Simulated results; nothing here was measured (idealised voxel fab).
process module | voxel air gaps
Square cells of 5 nm make up the cross-section cut, whose width is 230 nm.
When this document writes out a cross-section, it uses a grid of square cells and lists it as bands, beginning at the top and moving down, with a band standing for one or more rows of cells.
The band entry comprises the height of the band's top followed by the height of its bottom, expressed in nm, and subsequently the band's materials from left to right, each stated together with its width in nm. Where a single material is marked with the word "all across", that material fills the band from edge to edge. The word "empty" represents empty space.
Height reference: 0 = level under which incoming wafer is all one material. Lowest band: no bottom, runs on downward, e.g. "0 nm and below".
Width spec "30 to 40" -> top row of cells at first value, bottom row at second value, equal per-row change in between.
Basically "no alterations made" means that step didn't change any cell in the cross-section.
The list in "Closed void register" covers empty spaces of 8 cells or more that cannot reach the top through any open way, and it gives each as width x height at distance; the distance is from the left edge, and width, height and distance are in nm.
Anything after a step's settings on that line? It's the simulator's own note about the step.
The line of a step may include "overlay nm". On a step with a mask, this value is how far to the right of its planned place the mask lay. A negative value means the mask lay to the left.
-- List of planned process steps
1. op RECEIVE | material Si
2. op CONFORMAL_DEP | material SiO2 | thk nm 10
3. op CONFORMAL_DEP | material SiCN | thk nm 5
4. op DIRECTIONAL_DEP | material SiO2 | thk nm 35
5. op PATTERN | tone open | mask id LINES | material resist | width nm 15 | pitch nm 40 | thk nm 20 | overlay nm 0
6. op DIRECTIONAL_ETCH | etch materials SiO2 | depth nm 35
7. op STRIP | etch materials resist
8. op CONFORMAL_DEP | material TiN | thk nm 5
9. op FILL_DEP | material W | thk nm 5
10. op CMP | height nm 50
11. op EPI | material Ru | thk nm 10
12. op SELECTIVE_ETCH | etch materials SiO2 | depth nm 45
13. op CONFORMAL_DEP | material SiCN | thk nm 5
-- As-received state of the wafer in cross-section, equivalent to post-step 1
  0 nm and below: Si all across
  Closed void register: none
-- first wafer at the end, as planned
  65 nm to 60 nm: empty 50, then SiCN 125, then empty 55
  60 nm to 50 nm: empty 50, then SiCN 5, then Ru 35, then SiCN 5, then Ru 35, then SiCN 5, then Ru 35, then SiCN 5, then empty 55
  50 nm to 45 nm: empty 50, then SiCN 15, then TiN 5, then W 5, then TiN 5, then SiCN 25, then TiN 5, then W 5, then TiN 5, then SiCN 25, then TiN 5, then W 5, then TiN 5, then SiCN 15, then empty 55
  45 nm to 20 nm: empty 60, then SiCN 5, then TiN 5, then W 5, then TiN 5, then SiCN 5, then empty 15, then SiCN 5, then TiN 5, then W 5, then TiN 5, then SiCN 5, then empty 15, then SiCN 5, then TiN 5, then W 5, then TiN 5, then SiCN 5, then empty 65
  20 nm to 15 nm: SiCN 65, then TiN 15, then SiCN 25, then TiN 15, then SiCN 25, then TiN 15, then SiCN 70
  15 nm to 10 nm: SiCN all across
  10 nm to 0 nm: SiO2 all across
  0 nm and below: Si all across
  Closed void register: 15 x 25 at 85; 15 x 25 at 125
-- Wafer two cross-section, module end. Start and plan unchanged from wafer one; one mistake made during the run
  65 nm to 60 nm: empty 50, then SiCN 125, then empty 55
  60 nm to 50 nm: empty 50, then SiCN 5, then Ru 35, then SiCN 5, then Ru 35, then SiCN 5, then Ru 35, then SiCN 5, then empty 55
  50 nm to 45 nm: empty 50, then SiCN 15, then TiN 5, then Ru 5, then TiN 5, then SiCN 25, then TiN 5, then Ru 5, then TiN 5, then SiCN 25, then TiN 5, then Ru 5, then TiN 5, then SiCN 15, then empty 55
  45 nm to 20 nm: empty 60, then SiCN 5, then TiN 5, then Ru 5, then TiN 5, then SiCN 5, then empty 15, then SiCN 5, then TiN 5, then Ru 5, then TiN 5, then SiCN 5, then empty 15, then SiCN 5, then TiN 5, then Ru 5, then TiN 5, then SiCN 5, then empty 65
  20 nm to 15 nm: SiCN 65, then TiN 15, then SiCN 25, then TiN 15, then SiCN 25, then TiN 15, then SiCN 70
  15 nm to 10 nm: SiCN all across
  10 nm to 0 nm: SiO2 all across
  0 nm and below: Si all across
  Closed void register: 15 x 25 at 85; 15 x 25 at 125
The mistake made against the process plan was this: step 9 was run on a setting that differed from the plan, and what really ran there is op FILL_DEP | material Ru | thk nm 5
Looking at both finished wafers in cells, the second ends up ahead of or behind the first on some materials: 18 more of Ru | 18 fewer of W
